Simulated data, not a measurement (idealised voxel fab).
Process module name: voxel gate over fins
220 nm wide, 5 nm square cells: that's cross-section cut.
A cross-section in this document is a grid of square cells, and it is written down as bands, the top band listed before the ones below it; a band is made up of one or more rows of cells. It is stipulated that each band's entry specify, in nanometres, the height of the top of the band and then that of its bottom, followed by the materials of the band in left-to-right sequence, each together with its width in nanometres. A single material marked by the word "throughout" is understood to fill the band from edge to edge; the word "blank" is understood to denote empty space. The level at which height equals 0 is the one under which the wafer, as it arrives, is entirely one material. No lower edge exists for the bottom band, which continues downward and is notated as in "0..down". Width "30->40": first value at the band's top row of cells, second value at its bottom row, equal change from row to row. When a step is marked "remained the same", none of the cells in the cross-section changed during that step. "Voids lacking openings" lists enclosed empty spaces (at least 8 cells, no open path upward to the top), each as width x height at distance from the left edge, in nm. On each step's line, the part that comes after the settings is the simulator's own comment on the step. On any step carrying a mask, the "overlay nm" setting, if present on the step's line, tells how far right of its planned place the mask lay; negative values point to the left.
Planned process steps
1 RECEIVE: material Si
2 CONFORMAL_DEP: material SiN, thk nm 10
3 PATTERN: tone cover, mask id FINS, material resist, width nm 15, pitch nm 45, thk nm 15, overlay nm 0
4 DIRECTIONAL_ETCH: etch materials SiN, depth nm 10
5 DIRECTIONAL_ETCH: etch materials Si, depth nm 40
6 STRIP: etch materials resist
7 FILL_DEP: material SiO2, thk nm 15
8 CMP: height nm 10
9 SELECTIVE_ETCH: etch materials SiO2, depth nm 20
10 STRIP: etch materials SiN
11 CONFORMAL_DEP: material HfO2, thk nm 5
12 CONFORMAL_DEP: material TiN, thk nm 5
13 CONFORMAL_DEP: material TiAl, thk nm 5
14 CONFORMAL_DEP: material TiN, thk nm 5
15 FILL_DEP: material W, thk nm 15
16 CMP: height nm 30
17 CONFORMAL_DEP: material SiCN, thk nm 10
This is the cross-section of the wafer as we received it, i.e. after step 1
	0..down: Si throughout
	Voids lacking openings: none
Same starting wafer, same plan as above, one mistake in the execution; this is the cross-section at the end of the module
	40..30: SiCN throughout
	30..25: W throughout
	25..20: TiN throughout
	20..15: TiAl throughout
	15..10: TiN throughout
	10..5: 40 nm HfO2; 5 nm TiN; 40 nm HfO2; 5 nm TiN; 40 nm HfO2; 5 nm TiN; 40 nm HfO2; 5 nm TiN; 40 nm HfO2
	5..0: 35 nm SiO2; 15 nm HfO2; 30 nm SiO2; 15 nm HfO2; 30 nm SiO2; 15 nm HfO2; 30 nm SiO2; 15 nm HfO2; 35 nm SiO2
	0..-40: 35 nm SiO2; 15 nm Si; 30 nm SiO2; 15 nm Si; 30 nm SiO2; 15 nm Si; 30 nm SiO2; 15 nm Si; 35 nm SiO2
	-40..down: Si throughout
	Voids lacking openings: none
Run error: step 8 in the plan did not get run; it was skipped
